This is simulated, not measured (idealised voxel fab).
The process module that follows is named voxel double patterning.
It is cross-section cut that appears here, measuring 255 nm in width, its square cells being 5 nm in size.
Reading order for cross-sections: top band down to bottom band. Underlying form: a grid of square cells. Band size: one or more rows of cells. Top, bottom (nm), then materials left to right with widths (nm); lone material tagged "all across" fills the whole band edge to edge; "empty" = empty space. Heights are measured from 0, the level below which the as-received wafer is all one material; the lowest band has no bottom and continues downward, written as in "from 0 down". The width entry "30 to 40" should be interpreted row by row: the top row of cells in the band takes the first number, the bottom row takes the second number, and the change between adjacent rows is uniform throughout. Step note "nothing changed" = no cross-section cell changed. The label "Voids, sealed" introduces a list of the empty spaces, 8 cells or larger, that have no open way up to the top; each entry in it reads width x height at distance, where the distance is taken from the left edge and all three are stated in nm. On a step's line, text after the settings is the simulator commenting on that step. overlay nm: where the mask lay relative to plan, measured to the right, on steps with a mask; negatives go left.

So here's the lineup of process steps we planned:
| 1 | RECEIVE: material Si |
| 2 | CONFORMAL_DEP: material SiO2, thk nm 5 |
| 3 | DIRECTIONAL_DEP: material TiN, thk nm 10 |
| 4 | DIRECTIONAL_DEP: material SiCN, thk nm 5 |
| 5 | PATTERN: tone open, mask id FIRST, material resist, width nm 15, pitch nm 50, thk nm 15, overlay nm 0 |
| 6 | DIRECTIONAL_ETCH: etch materials SiCN, depth nm 5 |
| 7 | STRIP: etch materials resist |
| 8 | MASKED_ETCH: tone open, mask id SECOND, width nm 15, etch materials SiCN, depth nm 5, overlay nm 0 |
| 9 | DIRECTIONAL_ETCH: etch materials TiN, depth nm 10 |
| 10 | STRIP: etch materials SiCN |

Cross-section of the incoming wafer, state after step 1:
    from 0 down  Si all across
    Voids, sealed: none

first wafer at the end, as planned:
    from 15 to 5  95 TiN, then 15 empty, then 10 TiN, then 15 empty, then 10 TiN, then 15 empty, then 95 TiN
    from 5 to 0  SiO2 all across
    from 0 down  Si all across
    Voids, sealed: none

Second of two wafers, module complete, sectioned: it shares the first wafer's start and plan but was run with one mistake:
    from 15 to 5  95 TiN, then 15 empty, then 10 TiN, then 20 empty, then 5 TiN, then 15 empty, then 95 TiN
    from 5 to 0  SiO2 all across
    from 0 down  Si all across
    Voids, sealed: none
It is concluded that the wafer was processed incorrectly with respect to the plan, in that step 8, actual vs plan mismatch, actual run MASKED_ETCH: tone open, mask id SECOND, width nm 20, etch materials SiCN, depth nm 5, overlay nm 0
Heads up, by the end the second wafer has more or fewer cells of some materials compared to the first: 2 fewer of TiN
